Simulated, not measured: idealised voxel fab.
voxel self aligned contacts: a process module
Cross-sectional view cut (width: 230 nm; square cell size: 5 nm).
If you're reading a cross-section in this doc, picture square cells in a grid; it comes to you as bands, top ones listed first down to the bottom, and a band can be one or more rows of cells.
Band: top and bottom heights (nm) first, top before bottom; then materials from left to right, widths in nm. "all across" marks a sole material filling the band edge to edge. "air" denotes empty space.
All heights in this document are referenced to 0, defined as the level beneath which the wafer, as received, consists entirely of one material. The lowest band is not bounded below; it extends indefinitely downward and is written in the form "z 0 and below".
Quick explanation for "30->40": the width changes in equal steps down the rows of cells, from the first number in the band's top row to the second number in its bottom row.
No cell of the cross-section changed in a step that is given as "nothing changed".
"Closed void roster": empty spaces of 8 cells or more with no open way to the top, each given as width x height at distance, distance from the left edge, all in nm.
Where a step's line continues beyond its settings, the continuation is a remark by the simulator itself on that step.
overlay nm: for a step with a mask, the amount by which the mask lay right of where it was planned; a negative amount means left of it.
-- The process steps that were planned are listed below
1) RECEIVE | material Si
2) OXIDIZE | depth nm 5
3) DIRECTIONAL_DEP | material polySi | thk nm 30
4) DIRECTIONAL_DEP | material SiN | thk nm 20
5) DIRECTIONAL_DEP | material aC | thk nm 10
6) PATTERN | tone cover | mask id GATE | material resist | width nm 30 | pitch nm 60 | thk nm 25 | overlay nm 0
7) DIRECTIONAL_ETCH | etch materials aC | depth nm 10
8) STRIP | etch materials resist
9) DIRECTIONAL_ETCH | etch materials SiN | depth nm 20
10) DIRECTIONAL_ETCH | etch materials polySi | depth nm 30
11) STRIP | etch materials aC
12) CONFORMAL_DEP | material SiN | thk nm 5
13) DIRECTIONAL_ETCH | etch materials SiN | depth nm 5
14) FILL_DEP | material SiO2 | thk nm 15
15) CMP | height nm 60
16) MASKED_ETCH | tone open | mask id CONTACT | width nm 40 | pitch nm 60 | etch materials SiO2 | depth nm 65 | overlay nm 0
17) CONFORMAL_DEP | material TiN | thk nm 5
18) FILL_DEP | material W | thk nm 10
19) CMP | height nm 60
20) CONFORMAL_DEP | material SiN | thk nm 5
-- Cross-section, incoming material, after step 1
> z 0 and below = Si all across
> Closed void roster: none
-- first wafer at the end, as planned
> z 65 to 60 = SiN all across
> z 60 to 50 = SiO2=65 / TiN=5->15 / W=30->10 / TiN=5->15 / SiO2=20 / TiN=5->15 / W=30->10 / TiN=5->15 / SiO2=65
> z 50 to 30 = SiO2=35 / SiN=40 / TiN=5 / W=10 / TiN=5 / SiN=40 / TiN=5 / W=10 / TiN=5 / SiN=40 / SiO2=35
> z 30 to 0 = SiO2=35 / SiN=5 / polySi=30 / SiN=5 / TiN=5 / W=10 / TiN=5 / SiN=5 / polySi=30 / SiN=5 / TiN=5 / W=10 / TiN=5 / SiN=5 / polySi=30 / SiN=5 / SiO2=35
> z 0 to -5 = SiO2=75 / TiN=20 / SiO2=40 / TiN=20 / SiO2=75
> z -5 and below = Si all across
> Closed void roster: none
-- Now the second wafer, cross-sectioned at the end of the module. Nothing different at the start, nothing different in the plan compared with the first, just one mistake when it was actually run
> z 55 to 50 = SiN all across
> z 50 to 30 = SiO2=35 / SiN=40 / TiN=5 / W=10 / TiN=5 / SiN=40 / TiN=5 / W=10 / TiN=5 / SiN=40 / SiO2=35
> z 30 to 0 = SiO2=35 / SiN=5 / polySi=30 / SiN=5 / TiN=5 / W=10 / TiN=5 / SiN=5 / polySi=30 / SiN=5 / TiN=5 / W=10 / TiN=5 / SiN=5 / polySi=30 / SiN=5 / SiO2=35
> z 0 to -5 = SiO2=75 / TiN=20 / SiO2=40 / TiN=20 / SiO2=75
> z -5 and below = Si all across
> Closed void roster: none
Error vs. plan: step 19 deviated from plan and actually ran as CMP | height nm 50
Final comparison by cell count, materials where the second wafer has more or fewer than the first: SiO2: 60 fewer | TiN: 16 fewer | W: 16 fewer
